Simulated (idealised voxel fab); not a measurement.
process module | voxel double patterning
cross-section cut | 265 nm wide | cells 5 nm
A cross-section is a grid of square cells, given in bands from the top down. A band is one or more rows of cells.
Each band's line starts with the height of the band's top and of its bottom, in nm. Then come its materials from left to right, each with its width in nm. One material with "throughout" fills the band from edge to edge. "air" is empty space.
Height 0 is the level under which the wafer as received is all one material. The lowest band goes on downwards, as in "0 down".
A width such as "30 to 40" changes by the same amount from each row of cells to the next, from the band's top row to its bottom row.
"no change" after a step means that no cell of the cross-section changed.
closed voids: empty space of 8 cells or more with no open way to the top, each as width x height at its distance from the left edge, in nm
after a step's settings: what the simulator itself notes on the step
overlay nm, on a step with a mask: how far to the right of its planned place the mask lay; to the left if negative
plan
1 op RECEIVE | material Si
2 op CONFORMAL_DEP | material SiO2 | thk nm 10
3 op DIRECTIONAL_DEP | material polySi | thk nm 5
4 op DIRECTIONAL_DEP | material SiCN | thk nm 5
5 op DIRECTIONAL_DEP | material aC | thk nm 15
6 op PATTERN | tone open | mask id FIRST | material resist | width nm 15 | pitch nm 50 | thk nm 30 | overlay nm 0
7 op DIRECTIONAL_ETCH | etch materials aC | depth nm 15
8 op STRIP | etch materials resist
9 op DIRECTIONAL_ETCH | etch materials SiCN | depth nm 5
10 op STRIP | etch materials aC
11 op PATTERN | tone open | mask id SECOND | material resist | width nm 15 | thk nm 15 | overlay nm 0
12 op DIRECTIONAL_ETCH | etch materials SiCN | depth nm 5
13 op STRIP | etch materials resist
14 op DIRECTIONAL_ETCH | etch materials polySi | depth nm 10
15 op STRIP | etch materials SiCN
varied across the wafers: thk nm of step 3. The plan shows the first wafer's value. All wafers start alike
first wafer as received, after step 1
  0 down: Si throughout
  closed voids: none
first wafer at the end, after step 15
  15 to 10: polySi 100 | air 15 | polySi 10 | air 15 | polySi 10 | air 15 | polySi 100
  10 to 0: SiO2 throughout
  0 down: Si throughout
  closed voids: none
last wafer at the end
  35 to 25: polySi 100 | air 15 | polySi 10 | air 15 | polySi 10 | air 15 | polySi 100
  25 to 10: polySi throughout
  10 to 0: SiO2 throughout
  0 down: Si throughout
  closed voids: none
each wafer at the end: cells of each material gained (+) or lost (-) since it was received, then its closed voids
thk nm 5 | +106 SiO2 | +44 polySi | closed voids: none
thk nm 10 | +106 SiO2 | +88 polySi | closed voids: none
thk nm 15 | +106 SiO2 | +141 polySi | closed voids: none
thk nm 20 | +106 SiO2 | +194 polySi | closed voids: none
thk nm 25 | +106 SiO2 | +247 polySi | closed voids: none
